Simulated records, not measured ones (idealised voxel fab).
Process module in this document: voxel capacitor over wiring
Shown is cross-section cut, with a width of 195 nm and square cells of size 5 nm.
Cross-section layout: square cells on a grid; listed as bands, top to bottom; a band spans one or more cell rows. Read a band's entry like this: the first values are the height of its top and the height of its bottom in nm, and what follows is the sequence of materials from left to right, each with its width in nm. Note that "air" is empty space, and that a single material marked "everywhere" reaches across the band from edge to edge. Where do heights start? At 0: under that level the wafer as delivered is made of one material only. And the lowest band has no floor; it just carries on downward, as in "from 0 down". It should be noted that a width expressed as "30 to 40" varies in equal increments from row to row of cells within the band, taking the value of the first number at the top row and that of the second number at the bottom row. "no change occurred" means the step left every cell of the cross-section as it was. "Enclosed void entries": sealed empty spaces, 8 cells or more, no open way to top, listed width x height at distance, with distance from the left edge and width, height and distance in nm. If you see something after the settings on a step's line, that's the simulator's own remark about that step. "overlay nm" answers the question of how far to the right of plan the mask lay on a step that has a mask, and when it is negative the answer is to the left.
Process steps (planned):
| 1 | RECEIVE with material Si |
| 2 | CONFORMAL_DEP with material SiO2, thk nm 15 |
| 3 | DIRECTIONAL_DEP with material TiN, thk nm 5 |
| 4 | DIRECTIONAL_DEP with material W, thk nm 15 |
| 5 | DIRECTIONAL_DEP with material aC, thk nm 15 |
| 6 | PATTERN with tone cover, mask id METAL_1, material resist, width nm 20, pitch nm 75, thk nm 35, overlay nm 0 |
| 7 | DIRECTIONAL_ETCH with etch materials aC, depth nm 15 |
| 8 | STRIP with etch materials resist |
| 9 | DIRECTIONAL_ETCH with etch materials W, depth nm 15 |
| 10 | DIRECTIONAL_ETCH with etch materials TiN, depth nm 5 |
| 11 | STRIP with etch materials aC |
| 12 | CONFORMAL_DEP with material SiCN, thk nm 5 |
| 13 | FILL_DEP with material lowk, thk nm 5 |
| 14 | CMP with height nm 35 |
| 15 | CONFORMAL_DEP with material SiCN, thk nm 5 |
| 16 | DIRECTIONAL_DEP with material lowk, thk nm 10 |
| 17 | DIRECTIONAL_DEP with material aC, thk nm 15 |
| 18 | PATTERN with tone open, mask id PLUG_1, material resist, width nm 15, thk nm 35, overlay nm 0 |
| 19 | DIRECTIONAL_ETCH with etch materials aC, depth nm 15 |
| 20 | STRIP with etch materials resist |
| 21 | DIRECTIONAL_ETCH with etch materials lowk, depth nm 10 |
| 22 | DIRECTIONAL_ETCH with etch materials SiCN, depth nm 5 |
| 23 | STRIP with etch materials aC |
| 24 | EPI with material Ru, thk nm 10 |
| 25 | EPI with material Ru, thk nm 5 |
| 26 | DIRECTIONAL_DEP with material TiN, thk nm 5 |
| 27 | DIRECTIONAL_DEP with material Al2O3, thk nm 5 |
| 28 | DIRECTIONAL_DEP with material TiN, thk nm 10 |
| 29 | MASKED_ETCH with tone cover, mask id UPPER_PLATE, width nm 60, etch materials TiN, depth nm 10, overlay nm 0 |
| 30 | MASKED_ETCH with tone cover, mask id UPPER_PLATE, width nm 60, etch materials Al2O3, depth nm 5, overlay nm 0 |
| 31 | DIRECTIONAL_DEP with material aC, thk nm 15 |
| 32 | PATTERN with tone cover, mask id LOWER_PLATE, material resist, width nm 70, thk nm 30, overlay nm 0 |
| 33 | DIRECTIONAL_ETCH with etch materials aC, depth nm 15 |
| 34 | STRIP with etch materials resist |
| 35 | DIRECTIONAL_ETCH with etch materials TiN, depth nm 5 |
| 36 | STRIP with etch materials aC |
| 37 | FILL_DEP with material SiO2, thk nm 20 |
| 38 | CMP with height nm 85 |
| 39 | MASKED_ETCH with tone open, mask id PLUG_2, width nm 15, etch materials SiO2, depth nm 15, overlay nm 0 |
| 40 | CONFORMAL_DEP with material TiN, thk nm 5 |
| 41 | FILL_DEP with material Cu, thk nm 5 |
| 42 | CMP with height nm 85 |
| 43 | CONFORMAL_DEP with material SiCN, thk nm 5 |
Quick note for whoever runs this: the wafers start identical, but the thk nm at step 26 isn't the same across them. The plan just shows what the first wafer had.
Incoming state of the first of several wafers in cross-section: after step 1:
* from 0 down = Si everywhere
* Enclosed void entries: none
Each row below is a wafer at the end of the module, listing for every material the number of cells it has gained (+) or lost (-) since it was received, followed by its closed voids:
thk nm 5; +12 Al2O3; +2 Cu; +9 Ru; +118 SiCN; +331 SiO2; +53 TiN; +24 W; +153 lowk; Enclosed void entries: none
thk nm 10; +12 Al2O3; +1 Cu; +9 Ru; +118 SiCN; +295 SiO2; +90 TiN; +24 W; +153 lowk; Enclosed void entries: none
thk nm 15; +12 Al2O3; +9 Ru; +118 SiCN; +259 SiO2; +127 TiN; +24 W; +153 lowk; Enclosed void entries: none
thk nm 20; +12 Al2O3; +9 Ru; +118 SiCN; +223 SiO2; +163 TiN; +24 W; +153 lowk; Enclosed void entries: none
